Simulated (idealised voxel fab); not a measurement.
Process module, titled voxel capacitor over wiring
Square cells of 5 nm make up the cross-section cut, whose width is 170 nm.
Heads up, the way a cross-section reads in here is a grid of square cells, handed over as bands from the top down, with every band being one or more rows of cells. Heights first: top, then bottom, in nm. Then materials, left to right, each with a width in nm. "full width" on a single material: fills the band edge to edge. "blank": empty space. Where do heights start? At 0: under that level the wafer as delivered is made of one material only. And the lowest band has no floor; it just carries on downward, as in "0 and below". Quick explanation for "30 to 40": the width changes in equal steps down the rows of cells, from the first number in the band's top row to the second number in its bottom row. The cross-section has no changed cell in any step marked "remains unaltered". Entry "Trapped voids". Content: empty spaces with no open connection to the top, size 8 cells or greater. Each: width x height at distance. Distance: from left edge. Unit: nm. Whatever follows a step's settings on its line is a remark the simulator itself makes about that step. Among the settings permitted on a step's line is "overlay nm"; applied to a step with a mask, it specifies the extent to which the mask lay to the right of its planned position, whereas a negative figure signifies a position to the left.
Process steps (planned):
| 1 | RECEIVE [material Si] |
| 2 | CONFORMAL_DEP [material SiO2] [thk nm 10] |
| 3 | CONFORMAL_DEP [material SiCN] [thk nm 5] |
| 4 | DIRECTIONAL_DEP [material SiO2] [thk nm 25] |
| 5 | DIRECTIONAL_DEP [material aC] [thk nm 15] |
| 6 | PATTERN [tone open] [mask id METAL_1] [material resist] [width nm 30] [pitch nm 85] [thk nm 35] [overlay nm 0] |
| 7 | DIRECTIONAL_ETCH [etch materials aC] [depth nm 15] |
| 8 | STRIP [etch materials resist] |
| 9 | DIRECTIONAL_ETCH [etch materials SiO2] [depth nm 25] |
| 10 | DIRECTIONAL_ETCH [etch materials SiCN] [depth nm 5] |
| 11 | STRIP [etch materials aC] |
| 12 | CONFORMAL_DEP [material TiN] [thk nm 5] |
| 13 | FILL_DEP [material Ru] [thk nm 10] |
| 14 | CMP [height nm 40] |
| 15 | CONFORMAL_DEP [material SiCN] [thk nm 5] |
| 16 | DIRECTIONAL_DEP [material lowk] [thk nm 15] |
| 17 | PATTERN [tone open] [mask id PLUG_1] [material resist] [width nm 15] [thk nm 20] [overlay nm 0] |
| 18 | DIRECTIONAL_ETCH [etch materials lowk] [depth nm 15] |
| 19 | DIRECTIONAL_ETCH [etch materials SiCN] [depth nm 5] |
| 20 | STRIP [etch materials resist] |
| 21 | CONFORMAL_DEP [material TiN] [thk nm 5] |
| 22 | FILL_DEP [material Cu] [thk nm 5] |
| 23 | CMP [height nm 60] |
| 24 | DIRECTIONAL_DEP [material TiN] [thk nm 5] |
| 25 | DIRECTIONAL_DEP [material Al2O3] [thk nm 5] |
| 26 | DIRECTIONAL_DEP [material TiN] [thk nm 10] |
| 27 | PATTERN [tone cover] [mask id UPPER_PLATE] [material resist] [width nm 60] [thk nm 20] [overlay nm 0] |
| 28 | DIRECTIONAL_ETCH [etch materials TiN] [depth nm 10] |
| 29 | DIRECTIONAL_ETCH [etch materials Al2O3] [depth nm 5] |
| 30 | STRIP [etch materials resist] |
| 31 | DIRECTIONAL_DEP [material aC] [thk nm 10] |
| 32 | PATTERN [tone cover] [mask id LOWER_PLATE] [material resist] [width nm 70] [thk nm 25] [overlay nm 0] |
| 33 | DIRECTIONAL_ETCH [etch materials aC] [depth nm 10] |
| 34 | STRIP [etch materials resist] |
| 35 | DIRECTIONAL_ETCH [etch materials TiN] [depth nm 5] |
| 36 | STRIP [etch materials aC] |
| 37 | FILL_DEP [material SiO2] [thk nm 20] |
| 38 | CMP [height nm 95] |
| 39 | DIRECTIONAL_DEP [material aC] [thk nm 15] |
| 40 | PATTERN [tone open] [mask id PLUG_2] [material resist] [width nm 15] [thk nm 35] [overlay nm 0] |
| 41 | DIRECTIONAL_ETCH [etch materials aC] [depth nm 15] |
| 42 | STRIP [etch materials resist] |
| 43 | DIRECTIONAL_ETCH [etch materials SiO2] [depth nm 15] |
| 44 | STRIP [etch materials aC] |
| 45 | CONFORMAL_DEP [material TiN] [thk nm 5] |
| 46 | FILL_DEP [material Cu] [thk nm 5] |
| 47 | CMP [height nm 95] |
| 48 | CONFORMAL_DEP [material SiN] [thk nm 5] |
As-received wafer cross-section (after step 1):
    0 and below  Si full width
    Trapped voids: none
End-of-module XS, first of two wafers, run as planned:
    100 down to 95  SiN full width
    95 down to 85  SiO2 (50), then TiN (5), then Cu (5), then TiN (5), then SiO2 (105)
    85 down to 80  SiO2 (50), then TiN (15), then SiO2 (105)
    80 down to 70  SiO2 (40), then TiN (60), then SiO2 (70)
    70 down to 65  SiO2 (40), then Al2O3 (60), then SiO2 (70)
    65 down to 60  SiO2 (35), then TiN (70), then SiO2 (65)
    60 down to 45  lowk (40), then TiN (5), then Cu (5), then TiN (5), then lowk (115)
    45 down to 40  SiCN (40), then TiN (15), then SiCN (115)
    40 down to 15  SiO2 (25), then TiN (5), then Ru (20), then TiN (5), then SiO2 (55), then TiN (5), then Ru (20), then TiN (5), then SiO2 (30)
    15 down to 10  SiCN (25), then TiN (30), then SiCN (55), then TiN (30), then SiCN (30)
    10 down to 0  SiO2 full width
    0 and below  Si full width
    Trapped voids: none
Cross-section at end of module for the second wafer of two, which matched the first in starting point and plan and differed by one mistake in its processing:
    100 down to 95  SiN full width
    95 down to 85  SiO2 (50), then TiN (5), then Cu (5), then TiN (5), then SiO2 (105)
    85 down to 80  SiO2 (50), then TiN (15), then SiO2 (105)
    80 down to 70  SiO2 (40), then TiN (60), then SiO2 (70)
    70 down to 65  SiO2 (40), then Al2O3 (60), then SiO2 (70)
    65 down to 60  SiO2 (35), then TiN (70), then SiO2 (65)
    60 down to 50  lowk (40), then TiN (5), then Cu (5), then TiN (5), then lowk (115)
    50 down to 45  SiCN (40), then TiN (15), then SiCN (115)
    45 down to 40  TiN (30), then Ru (20), then TiN (65), then Ru (20), then TiN (35)
    40 down to 15  SiO2 (25), then TiN (5), then Ru (20), then TiN (5), then SiO2 (55), then TiN (5), then Ru (20), then TiN (5), then SiO2 (30)
    15 down to 10  SiCN (25), then TiN (30), then SiCN (55), then TiN (30), then SiCN (30)
    10 down to 0  SiO2 full width
    0 and below  Si full width
    Trapped voids: none
In executing the process, a mistake was made relative to the plan: off-plan run, step 14, actual operation and settings CMP [height nm 45]
Wrapping up, a cell-based count of both wafers puts the second over or under the first for these materials: Cu: 1 fewer; Ru: 8 more; TiN: 24 more; lowk: 31 fewer
